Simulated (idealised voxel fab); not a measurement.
The process module that follows is named voxel ribs on slabs.
Section shown: cut. Width: 195 nm. Cell size: 5 nm, square.
This document writes a cross-section as a grid whose cells are square, and gives it as bands, listed from the top down; one or more rows of cells form a band.
Quick guide to a band line: top height, bottom height (nm) up front; then every material left to right with its width in nm. Only one material and it's marked "edge to edge"? Then it fills the band edge to edge. And "air" just means empty space.
Height reference: 0 = level under which incoming wafer is all one material. Lowest band: no bottom, runs on downward, e.g. "0 down".
A width such as "30->40" changes by the same amount from each row of cells to the next, from the band's top row to its bottom row.
Where the words "no alteration" appear for a step, the cross-section shows no cell changed by that step; every cell remained as before.
Empty spaces without an open route to the top, at least 8 cells in extent, make up the entry "Non-vented voids"; each is given as width x height at distance, where the distance is measured from the left edge, and all are in nm.
On each step's line, the part that comes after the settings is the simulator's own comment on the step.
Among the settings permitted on a step's line is "overlay nm"; applied to a step with a mask, it specifies the extent to which the mask lay to the right of its planned position, whereas a negative figure signifies a position to the left.
### List of planned process steps
1 RECEIVE with material Si
2 DIRECTIONAL_DEP with material SiO2, thk nm 25
3 DIRECTIONAL_DEP with material SiN, thk nm 20
4 DIRECTIONAL_DEP with material aC, thk nm 15
5 PATTERN with tone cover, mask id RIB, material resist, width nm 25, thk nm 30, overlay nm 0
6 DIRECTIONAL_ETCH with etch materials aC, depth nm 15
7 STRIP with etch materials resist
8 DIRECTIONAL_ETCH with etch materials SiN, depth nm 5
9 STRIP with etch materials aC
10 MASKED_ETCH with tone cover, mask id SLAB, width nm 75, etch materials SiN, depth nm 15, overlay nm 0
11 FILL_DEP with material SiO2, thk nm 20
12 CMP with height nm 60
13 DIRECTIONAL_DEP with material W, thk nm 5
14 PATTERN with tone cover, mask id HEATER, material resist, width nm 35, thk nm 20, overlay nm 0
15 DIRECTIONAL_ETCH with etch materials W, depth nm 5
16 STRIP with etch materials resist
17 CONFORMAL_DEP with material SiO2, thk nm 10
### As-received state of the wafer in cross-section, equivalent to post-step 1
  0 down = Si edge to edge
  Non-vented voids: none
### Cross-sectional result after module completion. Note: starting condition and plan are unchanged from above; one processing mistake was made
  75 to 70 = 70 of air, then 55 of SiO2, then 70 of air
  70 to 65 = SiO2 edge to edge
  65 to 60 = 80 of SiO2, then 35 of W, then 80 of SiO2
  60 to 45 = 60 of SiO2, then 75 of SiN, then 60 of SiO2
  45 to 25 = SiN edge to edge
  25 to 0 = SiO2 edge to edge
  0 down = Si edge to edge
  Non-vented voids: none
So what did we get wrong on this run? it should be noted that step 3 of the plan was executed twice
